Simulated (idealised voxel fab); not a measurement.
process module | voxel air gaps
cross-section cut | 285 nm wide | cells 5 nm
A cross-section is a grid of square cells, given in bands from the top down. A band is one or more rows of cells.
Each band's line starts with the height of the band's top and of its bottom, in nm. Then come its materials from left to right, each with its width in nm. One material with "throughout" fills the band from edge to edge. "air" is empty space.
Height 0 is the level under which the wafer as received is all one material. The lowest band goes on downwards, as in "0 down".
A width such as "30 to 40" changes by the same amount from each row of cells to the next, from the band's top row to its bottom row.
"no change" after a step means that no cell of the cross-section changed.
closed voids: empty space of 8 cells or more with no open way to the top, each as width x height at its distance from the left edge, in nm
after a step's settings: what the simulator itself notes on the step
overlay nm, on a step with a mask: how far to the right of its planned place the mask lay; to the left if negative
plan
1 op RECEIVE | material Si
2 op CONFORMAL_DEP | material SiO2 | thk nm 15
3 op CONFORMAL_DEP | material SiN | thk nm 5
4 op DIRECTIONAL_DEP | material SiO2 | thk nm 35
5 op PATTERN | tone open | mask id LINES | material resist | width nm 25 | pitch nm 50 | thk nm 20 | overlay nm 0
6 op DIRECTIONAL_ETCH | etch materials SiO2 | depth nm 35
7 op STRIP | etch materials resist
8 op CONFORMAL_DEP | material TiN | thk nm 5
9 op FILL_DEP | material W | thk nm 5
10 op CMP | height nm 55
11 op EPI | material Ru | thk nm 10
12 op SELECTIVE_ETCH | etch materials SiO2 | depth nm 45
13 op CONFORMAL_DEP | material SiCN | thk nm 5
as received, after step 1
  0 down: Si throughout
  closed voids: none
first wafer at the end, as planned
  70 to 65: air 65 | SiCN 155 | air 65
  65 to 55: air 65 | SiCN 5 | Ru 45 | SiCN 5 | Ru 45 | SiCN 5 | Ru 45 | SiCN 5 | air 65
  55 to 50: air 65 | SiCN 15 | TiN 5 | W 15 | TiN 5 | SiCN 25 | TiN 5 | W 15 | TiN 5 | SiCN 25 | TiN 5 | W 15 | TiN 5 | SiCN 15 | air 65
  50 to 25: air 75 | SiCN 5 | TiN 5 | W 15 | TiN 5 | SiCN 5 | air 15 | SiCN 5 | TiN 5 | W 15 | TiN 5 | SiCN 5 | air 15 | SiCN 5 | TiN 5 | W 15 | TiN 5 | SiCN 5 | air 75
  25 to 20: SiCN 80 | TiN 25 | SiCN 25 | TiN 25 | SiCN 25 | TiN 25 | SiCN 80
  20 to 15: SiN throughout
  15 to 0: SiO2 throughout
  0 down: Si throughout
  closed voids: 15 x 25 at 110; 15 x 25 at 160
second wafer at the end: like start, like plan, one mistake
  70 to 65: air 65 | SiCN 155 | air 65
  65 to 55: air 65 | SiCN 5 | Ru 45 | SiCN 5 | Ru 45 | SiCN 5 | Ru 45 | SiCN 5 | air 65
  55 to 25: air 65 | SiCN 5 | Ru 10 | TiN 5 | W 15 | TiN 5 | Ru 10 | SiCN 5 | Ru 10 | TiN 5 | W 15 | TiN 5 | Ru 10 | SiCN 5 | Ru 10 | TiN 5 | W 15 | TiN 5 | Ru 10 | SiCN 5 | air 65
  25 to 20: SiCN 70 | Ru 10 | TiN 25 | Ru 10 | SiCN 5 | Ru 10 | TiN 25 | Ru 10 | SiCN 5 | Ru 10 | TiN 25 | Ru 10 | SiCN 70
  20 to 15: SiN throughout
  15 to 0: SiO2 throughout
  0 down: Si throughout
  closed voids: none
what went wrong: steps 11 and 12 were swapped
at the end the second wafer has, in cells: 84 more of Ru | 34 fewer of SiCN
closed voids at the end (first wafer, second wafer): 2, 0
